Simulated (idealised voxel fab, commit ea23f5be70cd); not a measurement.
Module name: voxel quadruple lines (process module)
We display cut, a cross-section 195 nm in width whose square cells are each 5 nm.
Square cells in a grid make up a cross-section in this document, and the grid is given as bands, listed from the top down, each one or more rows of cells. Basically the band line says how high the top is and how high the bottom is, in nm, and then what's in it from left to right, every material with its width in nm. Empty space shows up as "air", and if a single material carries "everywhere" it runs the full band edge to edge. Counting heights begins at 0, where everything beneath is, in the wafer as received, one material. The lowest band has no bottom; it goes on downwards, as "top 0, no bottom" shows. The width entry "30 to 40" should be interpreted row by row: the top row of cells in the band takes the first number, the bottom row takes the second number, and the change between adjacent rows is uniform throughout. Take "identical to before" at face value: in the step it is given for, the cross-section changed in none of its cells. "Closed void register" specifies each empty space that is not open to the top and that occupies no fewer than 8 cells, using the form width x height at distance, the distance measured from the left edge and all three quantities in nm. Post-settings text on a step line: simulator's own remark regarding the step. The "overlay nm" setting may appear on a step's line; for a step that uses a mask, it gives how far to the right of its planned position the mask lay, and a negative value indicates the left.
## The steps planned for the process are as follows
| 1 | RECEIVE,material Si |
| 2 | CONFORMAL_DEP,material Al2O3,thk nm 5 |
| 3 | DIRECTIONAL_DEP,material W,thk nm 10 |
| 4 | DIRECTIONAL_DEP,material polySi,thk nm 15 |
| 5 | DIRECTIONAL_DEP,material aC,thk nm 25 |
| 6 | PATTERN,tone cover,mask id MANDREL,material resist,width nm 25,thk nm 35,overlay nm -15 |
| 7 | DIRECTIONAL_ETCH,etch materials aC,depth nm 25 |
| 8 | STRIP,etch materials resist |
| 9 | CONFORMAL_DEP,material SiO2,thk nm 15 |
| 10 | DIRECTIONAL_ETCH,etch materials SiO2,depth nm 15 |
| 11 | STRIP,etch materials aC |
| 12 | DIRECTIONAL_ETCH,etch materials polySi,depth nm 15 |
| 13 | STRIP,etch materials SiO2 |
| 14 | CONFORMAL_DEP,material SiCN,thk nm 5 |
| 15 | DIRECTIONAL_ETCH,etch materials SiCN,depth nm 5 |
| 16 | STRIP,etch materials polySi |
| 17 | DIRECTIONAL_ETCH,etch materials W,depth nm 10 |
| 18 | STRIP,etch materials SiCN |
| 19 | FILL_DEP,material SiO2,thk nm 5 |
| 20 | CMP,height nm 15 |
The wafers are alike at the start. At step 6, their overlay nm differs. The plan lists the first wafer's value.
## Cross-section of the first of several wafers on receipt, reflecting completion of step 1
  top 0, no bottom = Si everywhere
  Closed void register: none
## The first of several wafers, seen in cross-section after the module's last step, step 20
  top 15, bottom 5 = SiO2 (50) | W (5) | SiO2 (15) | W (5) | SiO2 (15) | W (5) | SiO2 (15) | W (5) | SiO2 (80)
  top 5, bottom 0 = Al2O3 everywhere
  top 0, no bottom = Si everywhere
  Closed void register: none
## Final wafer cross-section at module end
  top 15, bottom 5 = SiO2 (80) | W (5) | SiO2 (15) | W (5) | SiO2 (15) | W (5) | SiO2 (15) | W (5) | SiO2 (50)
  top 5, bottom 0 = Al2O3 everywhere
  top 0, no bottom = Si everywhere
  Closed void register: none
## Basically each wafer gets a line in the table, showing it at the end of the module: material by material, the cells it gained (+) or lost (-) since we got it, then its closed voids
overlay nm -15, +39 Al2O3, +70 SiO2, +8 W, Closed void register: none
overlay nm -10, +39 Al2O3, +70 SiO2, +8 W, Closed void register: none
overlay nm -5, +39 Al2O3, +70 SiO2, +8 W, Closed void register: none
overlay nm 0, +39 Al2O3, +70 SiO2, +8 W, Closed void register: none
overlay nm 5, +39 Al2O3, +70 SiO2, +8 W, Closed void register: none
overlay nm 10, +39 Al2O3, +70 SiO2, +8 W, Closed void register: none
overlay nm 15, +39 Al2O3, +70 SiO2, +8 W, Closed void register: none
